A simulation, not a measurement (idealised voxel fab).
This is a process module. Its name is voxel self aligned vias.
It is cross-section cut that appears here, measuring 265 nm in width, its square cells being 5 nm in size.
Cross-sections here: square-cell grids, written as top-down lists of bands, a band being one or more rows of cells.
First you get the band's top height and its bottom height, in nm, and then the materials it's made of, left to right, with each width in nm. If you see a single material with "all across", that one covers the band edge to edge. "blank" is empty space.
Height datum 0, below which the as-received substrate wafer is one material. Lowest band open at the bottom, running downward: "0 and below".
Note: "30..40" means the width goes from the first number (top row of the band) to the second number (bottom row) in equal steps per row of cells.
When a step is marked "remains unaltered", none of the cells in the cross-section changed during that step.
Entry "Closed void inventory" = empty spaces >= 8 cells with no open way to the top; each as width x height at distance, distance from left edge, all nm.
What comes after the settings on a step's line is commentary from the simulator itself on that step.
"overlay nm" denotes, for a step that has a mask, the displacement of the mask to the right of its planned place, with negative values corresponding to the left.

The planned process steps are enumerated hereunder
1,RECEIVE with material Si
2,CONFORMAL_DEP with material SiO2, thk nm 15
3,CONFORMAL_DEP with material SiCN, thk nm 5
4,DIRECTIONAL_DEP with material SiO2, thk nm 30
5,MASKED_ETCH with tone open, mask id LINES, width nm 25, pitch nm 60, etch materials SiO2, depth nm 30, overlay nm 0
6,CONFORMAL_DEP with material TiN, thk nm 5
7,FILL_DEP with material W, thk nm 5
8,CMP with height nm 50
9,SELECTIVE_ETCH with etch materials W Ru TiN, depth nm 10
10,FILL_DEP with material SiN, thk nm 10
11,CMP with height nm 50
12,DIRECTIONAL_DEP with material SiO2, thk nm 15
13,MASKED_ETCH with tone open, mask id VIAS, width nm 45, pitch nm 60, etch materials SiO2, depth nm 15, overlay nm 0
14,MASKED_ETCH with tone open, mask id VIAS, width nm 45, pitch nm 60, etch materials SiN, depth nm 10, overlay nm 0
15,CONFORMAL_DEP with material TiN, thk nm 5
16,FILL_DEP with material Ru, thk nm 5
17,CMP with height nm 65
18,CONFORMAL_DEP with material SiCN, thk nm 5

Cross-sectional view of the wafer in its as-received condition, corresponding to the state after step 1
	0 and below  Si all across
	Closed void inventory: none

Looking at the first of two wafers in cross-section at end of module - ran to plan
	70 down to 65  SiCN all across
	65 down to 55  50 of SiO2, 5 of TiN, 35 of Ru, 5 of TiN, 15 of SiO2, 5 of TiN, 35 of Ru, 5 of TiN, 15 of SiO2, 5 of TiN, 35 of Ru, 5 of TiN, 50 of SiO2
	55 down to 45  50..60 of SiO2, 15..5 of TiN, 15 of Ru, 15..5 of TiN, 15..35 of SiO2, 15..5 of TiN, 15 of Ru, 15..5 of TiN, 15..35 of SiO2, 15..5 of TiN, 15 of Ru, 15..5 of TiN, 50..60 of SiO2
	45 down to 40  60 of SiO2, 25 of TiN, 35 of SiO2, 25 of TiN, 35 of SiO2, 25 of TiN, 60 of SiO2
	40 down to 25  60 of SiO2, 5 of TiN, 15 of W, 5 of TiN, 35 of SiO2, 5 of TiN, 15 of W, 5 of TiN, 35 of SiO2, 5 of TiN, 15 of W, 5 of TiN, 60 of SiO2
	25 down to 20  60 of SiO2, 25 of TiN, 35 of SiO2, 25 of TiN, 35 of SiO2, 25 of TiN, 60 of SiO2
	20 down to 15  SiCN all across
	15 down to 0  SiO2 all across
	0 and below  Si all across
	Closed void inventory: none

second wafer at the end: like start, like plan, one mistake
	70 down to 65  SiCN all across
	65 down to 45  50 of SiO2, 5 of TiN, 35 of Ru, 5 of TiN, 15 of SiO2, 5 of TiN, 35 of Ru, 5 of TiN, 15 of SiO2, 5 of TiN, 35 of Ru, 5 of TiN, 50 of SiO2
	45 down to 40  50 of SiO2, 45 of TiN, 15 of SiO2, 45 of TiN, 15 of SiO2, 45 of TiN, 50 of SiO2
	40 down to 35  50 of SiO2, 15 of TiN, 15 of W, 15 of TiN, 15 of SiO2, 15 of TiN, 15 of W, 15 of TiN, 15 of SiO2, 15 of TiN, 15 of W, 15 of TiN, 50 of SiO2
	35 down to 25  60 of SiO2, 5 of TiN, 15 of W, 5 of TiN, 35 of SiO2, 5 of TiN, 15 of W, 5 of TiN, 35 of SiO2, 5 of TiN, 15 of W, 5 of TiN, 60 of SiO2
	25 down to 20  60 of SiO2, 25 of TiN, 35 of SiO2, 25 of TiN, 35 of SiO2, 25 of TiN, 60 of SiO2
	20 down to 15  SiCN all across
	15 down to 0  SiO2 all across
	0 and below  Si all across
	Closed void inventory: none
The mistake made against the process plan was this: it should be noted that step 13 of the plan was executed twice
In the final state, the cell counts of the second wafer exceed or fall short of those of the first for the following materials: Ru +24 | SiO2 -36 | TiN +12
